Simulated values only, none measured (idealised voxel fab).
process module | voxel self aligned vias
cross-section cut | 220 nm wide | cells 5 nm
A cross-section is a grid of square cells, given in bands from the top down. A band is one or more rows of cells.
Each band's line starts with the height of the band's top and of its bottom, in nm. Then come its materials from left to right, each with its width in nm. One material with "throughout" fills the band from edge to edge. "air" is empty space.
Height 0 is the level under which the wafer as received is all one material. The lowest band goes on downwards, as in "0 down".
A width such as "30 to 40" changes by the same amount from each row of cells to the next, from the band's top row to its bottom row.
"no change" after a step means that no cell of the cross-section changed.
closed voids: empty space of 8 cells or more with no open way to the top, each as width x height at its distance from the left edge, in nm
after a step's settings: what the simulator itself notes on the step
overlay nm, on a step with a mask: how far to the right of its planned place the mask lay; to the left if negative
plan
1 op RECEIVE | material Si
2 op CONFORMAL_DEP | material SiO2 | thk nm 15
3 op CONFORMAL_DEP | material SiCN | thk nm 5
4 op DIRECTIONAL_DEP | material lowk | thk nm 30
5 op DIRECTIONAL_DEP | material aC | thk nm 15
6 op PATTERN | tone open | mask id LINES | material resist | width nm 20 | pitch nm 65 | thk nm 35 | overlay nm 0
7 op DIRECTIONAL_ETCH | etch materials aC | depth nm 15
8 op STRIP | etch materials resist
9 op DIRECTIONAL_ETCH | etch materials lowk | depth nm 30
10 op STRIP | etch materials aC
11 op CONFORMAL_DEP | material TiN | thk nm 5
12 op FILL_DEP | material W | thk nm 5
13 op CMP | height nm 50
14 op SELECTIVE_ETCH | etch materials W Ru TiN | depth nm 5
15 op FILL_DEP | material SiN | thk nm 5
16 op CMP | height nm 50
17 op DIRECTIONAL_DEP | material lowk | thk nm 15
18 op MASKED_ETCH | tone open | mask id VIAS | width nm 40 | pitch nm 65 | etch materials lowk | depth nm 15 | overlay nm 0
19 op MASKED_ETCH | tone open | mask id VIAS | width nm 40 | pitch nm 65 | etch materials SiN | depth nm 5 | overlay nm 0
20 op CONFORMAL_DEP | material TiN | thk nm 5
21 op FILL_DEP | material Cu | thk nm 5
22 op CMP | height nm 65
23 op CONFORMAL_DEP | material SiN | thk nm 5
first wafer, as planned
as received, after step 1
  0 down: Si throughout
  closed voids: none
after step 2
  15 to 0: SiO2 throughout
  below 0: unchanged
after step 3
  20 to 15: SiCN throughout
  below 15: unchanged
after step 4
  50 to 20: lowk throughout
  below 20: unchanged
after step 5
  65 to 50: aC throughout
  below 50: unchanged
after step 6
  100 to 65: resist 65 | air 20 | resist 45 | air 20 | resist 70
  below 65: unchanged
after step 7
  85 to 65: resist 65 | air 20 | resist 45 | air 20 | resist 70
  65 to 50: aC 65 | air 20 | aC 45 | air 20 | aC 70
  below 50: unchanged
after step 8
  65 to 50: aC 65 | air 20 | aC 45 | air 20 | aC 70
  below 50: unchanged
after step 9
  65 to 50: aC 65 | air 20 | aC 45 | air 20 | aC 70
  50 to 20: lowk 65 | air 20 | lowk 45 | air 20 | lowk 70
  below 20: unchanged
after step 10
  50 to 20: lowk 65 | air 20 | lowk 45 | air 20 | lowk 70
  below 20: unchanged
after step 11
  55 to 50: TiN 70 | air 10 | TiN 55 | air 10 | TiN 75
  50 to 25: lowk 65 | TiN 5 | air 10 | TiN 5 | lowk 45 | TiN 5 | air 10 | TiN 5 | lowk 70
  25 to 20: lowk 65 | TiN 20 | lowk 45 | TiN 20 | lowk 70
  below 20: unchanged
after step 12
  60 to 55: W throughout
  55 to 50: TiN 70 | W 10 | TiN 55 | W 10 | TiN 75
  50 to 25: lowk 65 | TiN 5 | W 10 | TiN 5 | lowk 45 | TiN 5 | W 10 | TiN 5 | lowk 70
  below 25: unchanged
after step 13
  50 to 25: lowk 65 | TiN 5 | W 10 | TiN 5 | lowk 45 | TiN 5 | W 10 | TiN 5 | lowk 70
  below 25: unchanged
after step 14
  50 to 45: lowk 65 | air 20 | lowk 45 | air 20 | lowk 70
  below 45: unchanged
after step 15
  55 to 50: SiN throughout
  50 to 45: lowk 65 | SiN 20 | lowk 45 | SiN 20 | lowk 70
  below 45: unchanged
after step 16
  50 to 45: lowk 65 | SiN 20 | lowk 45 | SiN 20 | lowk 70
  below 45: unchanged
after step 17
  65 to 50: lowk throughout
  below 50: unchanged
after step 18
  65 to 50: lowk 55 | air 40 | lowk 25 | air 40 | lowk 60
  below 50: unchanged
after step 19
  65 to 50: lowk 55 | air 40 | lowk 25 | air 40 | lowk 60
  50 to 45: lowk 65 | air 20 | lowk 45 | air 20 | lowk 70
  below 45: unchanged
after step 20
  70 to 65: TiN 60 | air 30 | TiN 35 | air 30 | TiN 65
  65 to 55: lowk 55 | TiN 5 | air 30 | TiN 5 | lowk 25 | TiN 5 | air 30 | TiN 5 | lowk 60
  55 to 50: lowk 55 | TiN 15 | air 10 | TiN 15 | lowk 25 | TiN 15 | air 10 | TiN 15 | lowk 60
  50 to 45: lowk 65 | TiN 20 | lowk 45 | TiN 20 | lowk 70
  below 45: unchanged
after step 21
  75 to 70: Cu throughout
  70 to 65: TiN 60 | Cu 30 | TiN 35 | Cu 30 | TiN 65
  65 to 55: lowk 55 | TiN 5 | Cu 30 | TiN 5 | lowk 25 | TiN 5 | Cu 30 | TiN 5 | lowk 60
  55 to 50: lowk 55 | TiN 15 | Cu 10 | TiN 15 | lowk 25 | TiN 15 | Cu 10 | TiN 15 | lowk 60
  below 50: unchanged
after step 22
  65 to 55: lowk 55 | TiN 5 | Cu 30 | TiN 5 | lowk 25 | TiN 5 | Cu 30 | TiN 5 | lowk 60
  below 55: unchanged
after step 23
  70 to 65: SiN throughout
  below 65: unchanged
second wafer: like start, like plan, one mistake. Through step 3 it matches the first wafer
when step 4 should have ended
  50 to 20: W throughout
  below 20: unchanged
when step 5 should have ended
  65 to 50: aC throughout
  below 50: unchanged
when step 6 should have ended
  100 to 65: resist 65 | air 20 | resist 45 | air 20 | resist 70
  below 65: unchanged
when step 7 should have ended
  85 to 65: resist 65 | air 20 | resist 45 | air 20 | resist 70
  65 to 50: aC 65 | air 20 | aC 45 | air 20 | aC 70
  below 50: unchanged
when step 8 should have ended
  65 to 50: aC 65 | air 20 | aC 45 | air 20 | aC 70
  below 50: unchanged
when step 9 should have ended: no change
when step 10 should have ended
  50 to 20: W throughout
  below 20: unchanged
when step 11 should have ended
  55 to 50: TiN throughout
  below 50: unchanged
when step 12 should have ended
  60 to 55: W throughout
  below 55: unchanged
when step 13 should have ended
  50 to 20: W throughout
  below 20: unchanged
when step 14 should have ended
  45 to 20: W throughout
  below 20: unchanged
when step 15 should have ended
  50 to 45: SiN throughout
  below 45: unchanged
when step 16 should have ended: no change
when step 17 should have ended
  65 to 50: lowk throughout
  below 50: unchanged
when step 18 should have ended
  65 to 50: lowk 55 | air 40 | lowk 25 | air 40 | lowk 60
  below 50: unchanged
when step 19 should have ended
  65 to 50: lowk 55 | air 40 | lowk 25 | air 40 | lowk 60
  50 to 45: SiN 55 | air 40 | SiN 25 | air 40 | SiN 60
  below 45: unchanged
when step 20 should have ended
  70 to 65: TiN 60 | air 30 | TiN 35 | air 30 | TiN 65
  65 to 50: lowk 55 | TiN 5 | air 30 | TiN 5 | lowk 25 | TiN 5 | air 30 | TiN 5 | lowk 60
  50 to 45: SiN 55 | TiN 40 | SiN 25 | TiN 40 | SiN 60
  below 45: unchanged
when step 21 should have ended
  75 to 70: Cu throughout
  70 to 65: TiN 60 | Cu 30 | TiN 35 | Cu 30 | TiN 65
  65 to 50: lowk 55 | TiN 5 | Cu 30 | TiN 5 | lowk 25 | TiN 5 | Cu 30 | TiN 5 | lowk 60
  below 50: unchanged
when step 22 should have ended
  65 to 50: lowk 55 | TiN 5 | Cu 30 | TiN 5 | lowk 25 | TiN 5 | Cu 30 | TiN 5 | lowk 60
  below 50: unchanged
when step 23 should have ended
  70 to 65: SiN throughout
  below 65: unchanged
what went wrong: step 4 ran as: op DIRECTIONAL_DEP | material W | thk nm 30
at the end the second wafer has, in cells: 8 more of Cu | 28 more of SiN | 24 fewer of TiN | 204 more of W | 216 fewer of lowk
